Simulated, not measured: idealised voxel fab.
You're looking at the process module voxel ribs on slabs.
Section shown: cut. Width: 185 nm. Cell size: 5 nm, square.
A cross-section in this document is a grid of square cells, and it is written down as bands, the top band listed before the ones below it; a band is made up of one or more rows of cells. Read a band's entry like this: the first values are the height of its top and the height of its bottom in nm, and what follows is the sequence of materials from left to right, each with its width in nm. Note that "empty" is empty space, and that a single material marked "everywhere" reaches across the band from edge to edge. Height datum 0, below which the as-received substrate wafer is one material. Lowest band open at the bottom, running downward: "0 down". The expression "30 to 40" gives the width at the extremes of the band, the first number at its top row of cells and the second at its bottom row, with the width changing by equal amounts from each row to the next in between. Given "identical to before" for a step, no cell of the cross-section differs between before and after that step. In "Entrapped void list" the enclosed voids are listed, meaning empty spaces of 8 cells or larger without any opening to the top. The form is width x height at distance, distance from the left edge, units nm. On a step's line, text after the settings is the simulator commenting on that step. overlay nm: right-of-plan distance of the mask on a masked step; negative values mean left-of-plan.
-- So here's the lineup of process steps we planned
1,RECEIVE: material Si
2,DIRECTIONAL_DEP: material SiO2, thk nm 25
3,DIRECTIONAL_DEP: material SiN, thk nm 20
4,MASKED_ETCH: tone cover, mask id RIB, width nm 25, etch materials SiN, depth nm 10, overlay nm 0
5,MASKED_ETCH: tone cover, mask id SLAB, width nm 75, etch materials SiN, depth nm 10, overlay nm 0
6,FILL_DEP: material SiO2, thk nm 25
7,CMP: height nm 60
8,DIRECTIONAL_DEP: material TiN, thk nm 10
9,MASKED_ETCH: tone cover, mask id HEATER, width nm 35, etch materials TiN, depth nm 10, overlay nm 0
10,CONFORMAL_DEP: material SiO2, thk nm 5
-- Wafer at receipt (post step 1), cross-section
* 0 down = Si everywhere
* Entrapped void list: none
-- End-of-module XS, first of two wafers, run as planned
* 75 to 70 = 70 of empty; 45 of SiO2; 70 of empty
* 70 to 65 = 70 of empty; 5 of SiO2; 35 of TiN; 5 of SiO2; 70 of empty
* 65 to 60 = 75 of SiO2; 35 of TiN; 75 of SiO2
* 60 to 45 = SiO2 everywhere
* 45 to 35 = 80 of SiO2; 25 of SiN; 80 of SiO2
* 35 to 25 = 55 of SiO2; 75 of SiN; 55 of SiO2
* 25 to 0 = SiO2 everywhere
* 0 down = Si everywhere
* Entrapped void list: none
-- Cross-section at end of module for the second wafer of two, which matched the first in starting point and plan and differed by one mistake in its processing
* 75 to 70 = 70 of empty; 45 of SiO2; 70 of empty
* 70 to 65 = 70 of empty; 5 of SiO2; 35 of TiN; 5 of SiO2; 70 of empty
* 65 to 60 = 75 of SiO2; 35 of TiN; 75 of SiO2
* 60 to 45 = SiO2 everywhere
* 45 to 35 = 80 of SiO2; 25 of SiN; 80 of SiO2
* 35 to 25 = 60 of SiO2; 65 of SiN; 60 of SiO2
* 25 to 0 = SiO2 everywhere
* 0 down = Si everywhere
* Entrapped void list: none
What was done differently from what was planned? so step 5 ended up running with a different setting than we planned, it ran as MASKED_ETCH: tone cover, mask id SLAB, width nm 65, etch materials SiN, depth nm 10, overlay nm 0
It is noted that, at the conclusion of processing, the second wafer exhibits a higher or lower cell count for certain materials relative to the first: SiN: 4 fewer, SiO2: 4 more
